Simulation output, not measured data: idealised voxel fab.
Title: Process Module voxel self aligned vias
Cross-section cut: width 195 nm, square cells of 5 nm.
Cross-section format: a grid of square cells, given as bands from top to bottom; each band is one or more rows of cells. Quick guide to a band line: top height, bottom height (nm) up front; then every material left to right with its width in nm. Only one material and it's marked "all across"? Then it fills the band edge to edge. And "empty" just means empty space. It should be noted that heights are counted from 0, beneath which the wafer as supplied is of one material throughout, and that the lowest band possesses no lower boundary but continues downward, as written in "0 down". Read "30->40" as a graded width: first number on top, second number at the bottom, same change between each pair of neighbouring rows. Where the words "no modification" appear for a step, the cross-section shows no cell changed by that step; every cell remained as before. Empty spaces counting at least 8 cells and having no open way to the top are listed in "Enclosed cavities". The notation width x height at distance is used for each, the distance being from the left edge and all three values in nm. It should be noted that, on the line of a given step, the content following the step's settings is a remark produced by the simulator itself with respect to that step. The setting "overlay nm" may be written on the line of a step. When the step uses a mask, the value reports how far to the right of the planned place the mask lay, and a negative value reports that it lay to the left.
List of planned process steps
| 1 | RECEIVE with material Si |
| 2 | CONFORMAL_DEP with material SiO2, thk nm 10 |
| 3 | CONFORMAL_DEP with material SiCN, thk nm 5 |
| 4 | DIRECTIONAL_DEP with material lowk, thk nm 25 |
| 5 | PATTERN with tone open, mask id LINES, material resist, width nm 25, pitch nm 65, thk nm 15, overlay nm 0 |
| 6 | DIRECTIONAL_ETCH with etch materials lowk, depth nm 25 |
| 7 | STRIP with etch materials resist |
| 8 | CONFORMAL_DEP with material TiN, thk nm 5 |
| 9 | FILL_DEP with material W, thk nm 5 |
| 10 | CMP with height nm 40 |
| 11 | SELECTIVE_ETCH with etch materials W Ru TiN, depth nm 5 |
| 12 | FILL_DEP with material SiN, thk nm 5 |
| 13 | CMP with height nm 40 |
| 14 | DIRECTIONAL_DEP with material lowk, thk nm 20 |
| 15 | PATTERN with tone open, mask id VIAS, material resist, width nm 35, pitch nm 65, thk nm 15, overlay nm 0 |
| 16 | DIRECTIONAL_ETCH with etch materials lowk, depth nm 20 |
| 17 | DIRECTIONAL_ETCH with etch materials SiN, depth nm 5 |
| 18 | STRIP with etch materials resist |
| 19 | CONFORMAL_DEP with material TiN, thk nm 5 |
| 20 | FILL_DEP with material Ru, thk nm 10 |
| 21 | CMP with height nm 60 |
| 22 | CONFORMAL_DEP with material SiCN, thk nm 5 |
So this is the incoming wafer in cross-section - it's already been through step 1
  0 down = Si all across
  Enclosed cavities: none
The following cross-section depicts the wafer upon conclusion of the module. Processing commenced from the starting condition illustrated above and adhered to the plan illustrated above, save for one mistake in execution
  65 to 60 = SiCN all across
  60 to 45 = 50 lowk; 5 TiN; 20 Ru; 5 TiN; 35 lowk; 5 TiN; 20 Ru; 5 TiN; 50 lowk
  45 to 40 = 50 lowk; 5 TiN; 15 Ru; 10 TiN; 35 lowk; 5 TiN; 15 Ru; 10 TiN; 50 lowk
  40 to 35 = 50 lowk; 25 TiN; 40 lowk; 25 TiN; 55 lowk
  35 to 20 = 50 lowk; 5 TiN; 15 W; 5 TiN; 40 lowk; 5 TiN; 15 W; 5 TiN; 55 lowk
  20 to 15 = 50 lowk; 25 TiN; 40 lowk; 25 TiN; 55 lowk
  15 to 10 = SiCN all across
  10 to 0 = SiO2 all across
  0 down = Si all across
  Enclosed cavities: none
Want to know what went wrong? step 15 off recipe, ran as PATTERN with tone open, mask id VIAS, material resist, width nm 30, pitch nm 65, thk nm 15, overlay nm 0
